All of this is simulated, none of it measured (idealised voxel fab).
voxel double patterning: a process module
Displayed cross-section: cut, width of 265 nm, square cells sized 5 nm.
Cross-section format: a grid of square cells, given as bands from top to bottom; each band is one or more rows of cells. Each band's line starts with the height of the band's top and of its bottom, in nm. Then come its materials from left to right, each with its width in nm. One material with "everywhere" fills the band from edge to edge. "empty" is empty space. The reference from which all heights are counted is 0, the level beneath which the as-received wafer is entirely one material; the lowest band, having no lower bound, proceeds downward and is written after the example "z 0 and below". A two-number width, for instance "30..40", indicates that the width is equal to the first number in the top row of the band and to the second number in the bottom row, and that it changes by a constant amount per row of cells. Any step labelled "nothing was modified" changed none of the cells in the cross-section. Basically, "Enclosed void catalog" tells you about the enclosed voids: empty spaces with no open way to the top, 8 cells or bigger, each written width x height at distance, where distance is from the left edge, all in nm. It should be noted that, on the line of a given step, the content following the step's settings is a remark produced by the simulator itself with respect to that step. overlay nm: on a step with a mask, how far right of its planned place the mask lay; negative means left.

**The steps planned for the process are as follows**
1. RECEIVE [material Si]
2. CONFORMAL_DEP [material SiO2] [thk nm 5]
3. DIRECTIONAL_DEP [material W] [thk nm 20]
4. DIRECTIONAL_DEP [material SiCN] [thk nm 10]
5. PATTERN [tone open] [mask id FIRST] [material resist] [width nm 15] [pitch nm 50] [thk nm 15] [overlay nm 0]
6. DIRECTIONAL_ETCH [etch materials SiCN] [depth nm 10]
7. STRIP [etch materials resist]
8. PATTERN [tone open] [mask id SECOND] [material resist] [width nm 15] [thk nm 15] [overlay nm 0]
9. DIRECTIONAL_ETCH [etch materials SiCN] [depth nm 10]
10. STRIP [etch materials resist]
11. DIRECTIONAL_ETCH [etch materials W] [depth nm 20]
12. STRIP [etch materials SiCN]

**Cross-section of the incoming wafer, state after step 1**
> z 0 and below | Si everywhere
> Enclosed void catalog: none

**Module complete - cross-section of the first of two wafers, run according to plan**
> z 25 to 5 | W 100 nm, then empty 15 nm, then W 10 nm, then empty 15 nm, then W 10 nm, then empty 15 nm, then W 100 nm
> z 5 to 0 | SiO2 everywhere
> z 0 and below | Si everywhere
> Enclosed void catalog: none

**Second of two wafers, module complete, sectioned: it shares the first wafer's start and plan but was run with one mistake**
> z 25 to 15 | W 100 nm, then empty 15 nm, then W 10 nm, then empty 15 nm, then W 10 nm, then empty 15 nm, then W 100 nm
> z 15 to 5 | W everywhere
> z 5 to 0 | SiO2 everywhere
> z 0 and below | Si everywhere
> Enclosed void catalog: none
Plan not followed: not per plan at step 11, really ran DIRECTIONAL_ETCH [etch materials W] [depth nm 10]
Final cells, second wafer relative to first, materials higher or lower: +18 W
